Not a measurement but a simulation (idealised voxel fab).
process module | voxel capacitor over wiring
cross-section cut | 240 nm wide | cells 5 nm
A cross-section is a grid of square cells, given in bands from the top down. A band is one or more rows of cells.
Each band's line starts with the height of the band's top and of its bottom, in nm. Then come its materials from left to right, each with its width in nm. One material with "throughout" fills the band from edge to edge. "air" is empty space.
Height 0 is the level under which the wafer as received is all one material. The lowest band goes on downwards, as in "0 down".
A width such as "30 to 40" changes by the same amount from each row of cells to the next, from the band's top row to its bottom row.
"no change" after a step means that no cell of the cross-section changed.
closed voids: empty space of 8 cells or more with no open way to the top, each as width x height at its distance from the left edge, in nm
after a step's settings: what the simulator itself notes on the step
overlay nm, on a step with a mask: how far to the right of its planned place the mask lay; to the left if negative
plan
1 op RECEIVE | material Si
2 op CONFORMAL_DEP | material SiO2 | thk nm 10
3 op CONFORMAL_DEP | material SiN | thk nm 5
4 op DIRECTIONAL_DEP | material lowk | thk nm 25
5 op MASKED_ETCH | tone open | mask id METAL_1 | width nm 20 | pitch nm 80 | etch materials lowk | depth nm 25 | overlay nm 0
6 op MASKED_ETCH | tone open | mask id METAL_1 | width nm 20 | pitch nm 80 | etch materials SiN | depth nm 5 | overlay nm 0
7 op CONFORMAL_DEP | material TiN | thk nm 5
8 op FILL_DEP | material Cu | thk nm 5
9 op CMP | height nm 40
10 op EPI | material Ru | thk nm 5
11 op FILL_DEP | material SiCN | thk nm 5
12 op DIRECTIONAL_DEP | material SiO2 | thk nm 10
13 op PATTERN | tone open | mask id PLUG_1 | material resist | width nm 15 | thk nm 15 | overlay nm 0
14 op DIRECTIONAL_ETCH | etch materials SiO2 | depth nm 10
15 op DIRECTIONAL_ETCH | etch materials SiCN | depth nm 5
16 op STRIP | etch materials resist
17 op CONFORMAL_DEP | material TiN | thk nm 5
18 op FILL_DEP | material Ru | thk nm 5
19 op CMP | height nm 60
20 op DIRECTIONAL_DEP | material TiN | thk nm 5
21 op DIRECTIONAL_DEP | material HfO2 | thk nm 5
22 op DIRECTIONAL_DEP | material TiN | thk nm 10
23 op MASKED_ETCH | tone cover | mask id UPPER_PLATE | width nm 65 | etch materials TiN | depth nm 10 | overlay nm 0
24 op MASKED_ETCH | tone cover | mask id UPPER_PLATE | width nm 65 | etch materials HfO2 | depth nm 5 | overlay nm 0
25 op MASKED_ETCH | tone cover | mask id LOWER_PLATE | width nm 75 | etch materials TiN | depth nm 5 | overlay nm 0
26 op FILL_DEP | material SiO2 | thk nm 20
27 op CMP | height nm 95
28 op PATTERN | tone open | mask id PLUG_2 | material resist | width nm 15 | thk nm 20 | overlay nm 0
29 op DIRECTIONAL_ETCH | etch materials SiO2 | depth nm 15
30 op STRIP | etch materials resist
31 op CONFORMAL_DEP | material TiN | thk nm 5
32 op FILL_DEP | material Cu | thk nm 5
33 op CMP | height nm 95
34 op CONFORMAL_DEP | material SiCN | thk nm 5
first wafer, as planned
as received, after step 1
  0 down: Si throughout
  closed voids: none
after step 2
  10 to 0: SiO2 throughout
  below 0: unchanged
after step 3
  15 to 10: SiN throughout
  below 10: unchanged
after step 4
  40 to 15: lowk throughout
  below 15: unchanged
after step 5
  40 to 15: lowk 70 | air 20 | lowk 60 | air 20 | lowk 70
  below 15: unchanged
after step 6
  40 to 15: lowk 70 | air 20 | lowk 60 | air 20 | lowk 70
  15 to 10: SiN 70 | air 20 | SiN 60 | air 20 | SiN 70
  below 10: unchanged
after step 7
  45 to 40: TiN 75 | air 10 | TiN 70 | air 10 | TiN 75
  40 to 15: lowk 70 | TiN 5 | air 10 | TiN 5 | lowk 60 | TiN 5 | air 10 | TiN 5 | lowk 70
  15 to 10: SiN 70 | TiN 20 | SiN 60 | TiN 20 | SiN 70
  below 10: unchanged
after step 8
  50 to 45: Cu throughout
  45 to 40: TiN 75 | Cu 10 | TiN 70 | Cu 10 | TiN 75
  40 to 15: lowk 70 | TiN 5 | Cu 10 | TiN 5 | lowk 60 | TiN 5 | Cu 10 | TiN 5 | lowk 70
  below 15: unchanged
after step 9
  40 to 15: lowk 70 | TiN 5 | Cu 10 | TiN 5 | lowk 60 | TiN 5 | Cu 10 | TiN 5 | lowk 70
  below 15: unchanged
after step 10
  45 to 40: air 65 | Ru 30 | air 50 | Ru 30 | air 65
  below 40: unchanged
after step 11
  50 to 45: SiCN throughout
  45 to 40: SiCN 65 | Ru 30 | SiCN 50 | Ru 30 | SiCN 65
  below 40: unchanged
after step 12
  60 to 50: SiO2 throughout
  below 50: unchanged
after step 13
  75 to 60: resist 75 | air 15 | resist 150
  below 60: unchanged
after step 14
  75 to 60: resist 75 | air 15 | resist 150
  60 to 50: SiO2 75 | air 15 | SiO2 150
  below 50: unchanged
after step 15
  75 to 60: resist 75 | air 15 | resist 150
  60 to 50: SiO2 75 | air 15 | SiO2 150
  50 to 45: SiCN 75 | air 15 | SiCN 150
  below 45: unchanged
after step 16
  60 to 50: SiO2 75 | air 15 | SiO2 150
  below 50: unchanged
after step 17
  65 to 60: TiN 80 | air 5 | TiN 155
  60 to 50: SiO2 75 | TiN 5 | air 5 | TiN 5 | SiO2 150
  50 to 45: SiCN 75 | TiN 15 | SiCN 150
  below 45: unchanged
after step 18
  70 to 65: Ru throughout
  65 to 60: TiN 80 | Ru 5 | TiN 155
  60 to 50: SiO2 75 | TiN 5 | Ru 5 | TiN 5 | SiO2 150
  below 50: unchanged
after step 19
  60 to 50: SiO2 75 | TiN 5 | Ru 5 | TiN 5 | SiO2 150
  below 50: unchanged
after step 20
  65 to 60: TiN throughout
  below 60: unchanged
after step 21
  70 to 65: HfO2 throughout
  below 65: unchanged
after step 22
  80 to 70: TiN throughout
  below 70: unchanged
after step 23
  80 to 70: air 75 | TiN 65 | air 100
  below 70: unchanged
after step 24
  80 to 70: air 75 | TiN 65 | air 100
  70 to 65: air 75 | HfO2 65 | air 100
  below 65: unchanged
after step 25
  80 to 70: air 75 | TiN 65 | air 100
  70 to 65: air 75 | HfO2 65 | air 100
  65 to 60: air 70 | TiN 75 | air 95
  below 60: unchanged
after step 26
  100 to 80: SiO2 throughout
  80 to 70: SiO2 75 | TiN 65 | SiO2 100
  70 to 65: SiO2 75 | HfO2 65 | SiO2 100
  65 to 60: SiO2 70 | TiN 75 | SiO2 95
  below 60: unchanged
after step 27
  95 to 80: SiO2 throughout
  below 80: unchanged
after step 28
  115 to 95: resist 85 | air 15 | resist 140
  below 95: unchanged
after step 29
  115 to 95: resist 85 | air 15 | resist 140
  95 to 80: SiO2 85 | air 15 | SiO2 140
  below 80: unchanged
after step 30
  95 to 80: SiO2 85 | air 15 | SiO2 140
  below 80: unchanged
after step 31
  100 to 95: TiN 90 | air 5 | TiN 145
  95 to 85: SiO2 85 | TiN 5 | air 5 | TiN 5 | SiO2 140
  85 to 80: SiO2 85 | TiN 15 | SiO2 140
  below 80: unchanged
after step 32
  105 to 100: Cu throughout
  100 to 95: TiN 90 | Cu 5 | TiN 145
  95 to 85: SiO2 85 | TiN 5 | Cu 5 | TiN 5 | SiO2 140
  below 85: unchanged
after step 33
  95 to 85: SiO2 85 | TiN 5 | Cu 5 | TiN 5 | SiO2 140
  below 85: unchanged
after step 34
  100 to 95: SiCN throughout
  below 95: unchanged
second wafer: like start, like plan, one mistake. Through step 20 it matches the first wafer
when step 21 should have ended
  70 to 65: SiO2 throughout
  below 65: unchanged
when step 22 should have ended
  80 to 70: TiN throughout
  below 70: unchanged
when step 23 should have ended
  80 to 70: air 75 | TiN 65 | air 100
  below 70: unchanged
when step 24 should have ended: no change
when step 25 should have ended: no change
when step 26 should have ended
  100 to 80: SiO2 throughout
  80 to 70: SiO2 75 | TiN 65 | SiO2 100
  below 70: unchanged
when step 27 should have ended
  95 to 80: SiO2 throughout
  below 80: unchanged
when step 28 should have ended
  115 to 95: resist 85 | air 15 | resist 140
  below 95: unchanged
when step 29 should have ended
  115 to 95: resist 85 | air 15 | resist 140
  95 to 80: SiO2 85 | air 15 | SiO2 140
  below 80: unchanged
when step 30 should have ended
  95 to 80: SiO2 85 | air 15 | SiO2 140
  below 80: unchanged
when step 31 should have ended
  100 to 95: TiN 90 | air 5 | TiN 145
  95 to 85: SiO2 85 | TiN 5 | air 5 | TiN 5 | SiO2 140
  85 to 80: SiO2 85 | TiN 15 | SiO2 140
  below 80: unchanged
when step 32 should have ended
  105 to 100: Cu throughout
  100 to 95: TiN 90 | Cu 5 | TiN 145
  95 to 85: SiO2 85 | TiN 5 | Cu 5 | TiN 5 | SiO2 140
  below 85: unchanged
when step 33 should have ended
  95 to 85: SiO2 85 | TiN 5 | Cu 5 | TiN 5 | SiO2 140
  below 85: unchanged
when step 34 should have ended
  100 to 95: SiCN throughout
  below 95: unchanged
what went wrong: step 21 ran as: op DIRECTIONAL_DEP | material SiO2 | thk nm 5
at the end the second wafer has, in cells: 13 fewer of HfO2 | 20 fewer of SiO2 | 33 more of TiN
